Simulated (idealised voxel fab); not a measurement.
process module | voxel air gaps
cross-section cut | 235 nm wide | cells 5 nm
Bands, listed from the top down, are how a cross-section gets written in this document; the cross-section itself is a grid of square cells, and a band is one or more rows of them.
Within each band entry, the heights of the top and of the bottom of the band appear first, in that order and in nm; the materials of the band then follow from left to right, each with its corresponding width in nm. The designation "full width" on a single material indicates that it fills the band from edge to edge; the designation "empty" indicates empty space.
Heights are reckoned from 0. Under this level, the received wafer is all of one material. The bottommost band is open-ended downward, for example "0 -> down".
So if you see something like "30 to 40" for the width, read it as the top row of the band sitting at the first number and the bottom row at the second, with every row in between moving by the same amount as the last.
For the purposes of this document, the phrase "same as before" attached to a step denotes that no cell within the cross-section was modified by that step.
So "Voids lacking openings" is basically the list of trapped voids: any empty space of 8 cells or more that can't reach the top through an opening. They're written width x height at distance, the distance being from the left edge, and it's all nm.
The remark found on a step's line after its settings is issued by the simulator itself and pertains to that step.
Each step line may optionally specify "overlay nm", which for a step with a mask gives the rightward distance between the mask's planned place and where it lay, a negative value indicating the leftward direction.

-- Listed below are the process steps as planned
1: RECEIVE: material Si
2: CONFORMAL_DEP: material SiO2, thk nm 10
3: CONFORMAL_DEP: material SiN, thk nm 5
4: DIRECTIONAL_DEP: material SiO2, thk nm 40
5: DIRECTIONAL_DEP: material aC, thk nm 15
6: PATTERN: tone open, mask id LINES, material resist, width nm 25, pitch nm 55, thk nm 30, overlay nm 0
7: DIRECTIONAL_ETCH: etch materials aC, depth nm 15
8: STRIP: etch materials resist
9: DIRECTIONAL_ETCH: etch materials SiO2, depth nm 40
10: STRIP: etch materials aC
11: CONFORMAL_DEP: material TiN, thk nm 5
12: FILL_DEP: material Cu, thk nm 5
13: CMP: height nm 55
14: EPI: material Ru, thk nm 10
15: SELECTIVE_ETCH: etch materials SiO2, depth nm 50
16: CONFORMAL_DEP: material SiCN, thk nm 5

-- First of two wafers: run as planned

-- Cross-section of the incoming wafer, state after step 1
    0 -> down: Si full width
    Voids lacking openings: none

-- State of the wafer after step 2, shown in cross-section
    10 -> 0: SiO2 full width
    For the remainder of the cross-section, below 0, there is no change.

-- State of the wafer after step 3, shown in cross-section
    15 -> 10: SiN full width
    For the remainder of the cross-section, below 10, there is no change.

-- State of the wafer after step 4, shown in cross-section
    55 -> 15: SiO2 full width
    For the remainder of the cross-section, below 15, there is no change.

-- State of the wafer after step 5, shown in cross-section
    70 -> 55: aC full width
    For the remainder of the cross-section, below 55, there is no change.

-- State of the wafer after step 6, shown in cross-section
    100 -> 70: resist 20 nm; empty 25 nm; resist 30 nm; empty 25 nm; resist 30 nm; empty 25 nm; resist 30 nm; empty 25 nm; resist 25 nm
    For the remainder of the cross-section, below 70, there is no change.

-- State of the wafer after step 7, shown in cross-section
    85 -> 70: resist 20 nm; empty 25 nm; resist 30 nm; empty 25 nm; resist 30 nm; empty 25 nm; resist 30 nm; empty 25 nm; resist 25 nm
    70 -> 55: aC 20 nm; empty 25 nm; aC 30 nm; empty 25 nm; aC 30 nm; empty 25 nm; aC 30 nm; empty 25 nm; aC 25 nm
    For the remainder of the cross-section, below 55, there is no change.

-- State of the wafer after step 8, shown in cross-section
    70 -> 55: aC 20 nm; empty 25 nm; aC 30 nm; empty 25 nm; aC 30 nm; empty 25 nm; aC 30 nm; empty 25 nm; aC 25 nm
    For the remainder of the cross-section, below 55, there is no change.

-- State of the wafer after step 9, shown in cross-section
    70 -> 55: aC 20 nm; empty 25 nm; aC 30 nm; empty 25 nm; aC 30 nm; empty 25 nm; aC 30 nm; empty 25 nm; aC 25 nm
    55 -> 15: SiO2 20 nm; empty 25 nm; SiO2 30 nm; empty 25 nm; SiO2 30 nm; empty 25 nm; SiO2 30 nm; empty 25 nm; SiO2 25 nm
    For the remainder of the cross-section, below 15, there is no change.

-- State of the wafer after step 10, shown in cross-section
    55 -> 15: SiO2 20 nm; empty 25 nm; SiO2 30 nm; empty 25 nm; SiO2 30 nm; empty 25 nm; SiO2 30 nm; empty 25 nm; SiO2 25 nm
    For the remainder of the cross-section, below 15, there is no change.

-- State of the wafer after step 11, shown in cross-section
    60 -> 55: TiN 25 nm; empty 15 nm; TiN 40 nm; empty 15 nm; TiN 40 nm; empty 15 nm; TiN 40 nm; empty 15 nm; TiN 30 nm
    55 -> 20: SiO2 20 nm; TiN 5 nm; empty 15 nm; TiN 5 nm; SiO2 30 nm; TiN 5 nm; empty 15 nm; TiN 5 nm; SiO2 30 nm; TiN 5 nm; empty 15 nm; TiN 5 nm; SiO2 30 nm; TiN 5 nm; empty 15 nm; TiN 5 nm; SiO2 25 nm
    20 -> 15: SiO2 20 nm; TiN 25 nm; SiO2 30 nm; TiN 25 nm; SiO2 30 nm; TiN 25 nm; SiO2 30 nm; TiN 25 nm; SiO2 25 nm
    For the remainder of the cross-section, below 15, there is no change.

-- State of the wafer after step 12, shown in cross-section
    65 -> 60: Cu full width
    60 -> 55: TiN 25 nm; Cu 15 nm; TiN 40 nm; Cu 15 nm; TiN 40 nm; Cu 15 nm; TiN 40 nm; Cu 15 nm; TiN 30 nm
    55 -> 20: SiO2 20 nm; TiN 5 nm; Cu 15 nm; TiN 5 nm; SiO2 30 nm; TiN 5 nm; Cu 15 nm; TiN 5 nm; SiO2 30 nm; TiN 5 nm; Cu 15 nm; TiN 5 nm; SiO2 30 nm; TiN 5 nm; Cu 15 nm; TiN 5 nm; SiO2 25 nm
    For the remainder of the cross-section, below 20, there is no change.

-- State of the wafer after step 13, shown in cross-section
    55 -> 20: SiO2 20 nm; TiN 5 nm; Cu 15 nm; TiN 5 nm; SiO2 30 nm; TiN 5 nm; Cu 15 nm; TiN 5 nm; SiO2 30 nm; TiN 5 nm; Cu 15 nm; TiN 5 nm; SiO2 30 nm; TiN 5 nm; Cu 15 nm; TiN 5 nm; SiO2 25 nm
    For the remainder of the cross-section, below 20, there is no change.

-- State of the wafer after step 14, shown in cross-section
    65 -> 55: empty 10 nm; Ru 45 nm; empty 10 nm; Ru 45 nm; empty 10 nm; Ru 45 nm; empty 10 nm; Ru 45 nm; empty 15 nm
    For the remainder of the cross-section, below 55, there is no change.

-- State of the wafer after step 15, shown in cross-section
    65 -> 55: empty 10 nm; Ru 45 nm; empty 10 nm; Ru 45 nm; empty 10 nm; Ru 45 nm; empty 10 nm; Ru 45 nm; empty 15 nm
    55 -> 20: empty 20 nm; TiN 5 nm; Cu 15 nm; TiN 5 nm; empty 30 nm; TiN 5 nm; Cu 15 nm; TiN 5 nm; empty 30 nm; TiN 5 nm; Cu 15 nm; TiN 5 nm; empty 30 nm; TiN 5 nm; Cu 15 nm; TiN 5 nm; empty 25 nm
    20 -> 15: empty 20 nm; TiN 25 nm; empty 30 nm; TiN 25 nm; empty 30 nm; TiN 25 nm; empty 30 nm; TiN 25 nm; empty 25 nm
    For the remainder of the cross-section, below 15, there is no change.

-- State of the wafer after step 16, shown in cross-section
    70 -> 65: empty 5 nm; SiCN 220 nm; empty 10 nm
    65 -> 55: empty 5 nm; SiCN 5 nm; Ru 45 nm; SiCN 10 nm; Ru 45 nm; SiCN 10 nm; Ru 45 nm; SiCN 10 nm; Ru 45 nm; SiCN 5 nm; empty 10 nm
    55 -> 50: empty 5 nm; SiCN 15 nm; TiN 5 nm; Cu 15 nm; TiN 5 nm; SiCN 30 nm; TiN 5 nm; Cu 15 nm; TiN 5 nm; SiCN 30 nm; TiN 5 nm; Cu 15 nm; TiN 5 nm; SiCN 30 nm; TiN 5 nm; Cu 15 nm; TiN 5 nm; SiCN 15 nm; empty 10 nm
    50 -> 20: empty 15 nm; SiCN 5 nm; TiN 5 nm; Cu 15 nm; TiN 5 nm; SiCN 5 nm; empty 20 nm; SiCN 5 nm; TiN 5 nm; Cu 15 nm; TiN 5 nm; SiCN 5 nm; empty 20 nm; SiCN 5 nm; TiN 5 nm; Cu 15 nm; TiN 5 nm; SiCN 5 nm; empty 20 nm; SiCN 5 nm; TiN 5 nm; Cu 15 nm; TiN 5 nm; SiCN 5 nm; empty 20 nm
    20 -> 15: SiCN 20 nm; TiN 25 nm; SiCN 30 nm; TiN 25 nm; SiCN 30 nm; TiN 25 nm; SiCN 30 nm; TiN 25 nm; SiCN 25 nm
    For the remainder of the cross-section, below 15, there is no change.
    Voids lacking openings: 20 x 30 at 50; 20 x 30 at 105; 20 x 30 at 160

-- Second wafer, same starting conditions and recipe as the first, one mistake in executing it, nothing differs from the first up to and including step 15

Cross-sectional view of the second wafer at the intended end time of process step 16: same as before
What was the processing mistake? step 16 of the plan was jumped over and never run
Once processing is complete, comparing cell counts shows that the second wafer has more or fewer of certain materials than the first: 159 fewer of SiCN
At process end, closed voids number 3 in the first wafer and 0 in the second wafer.
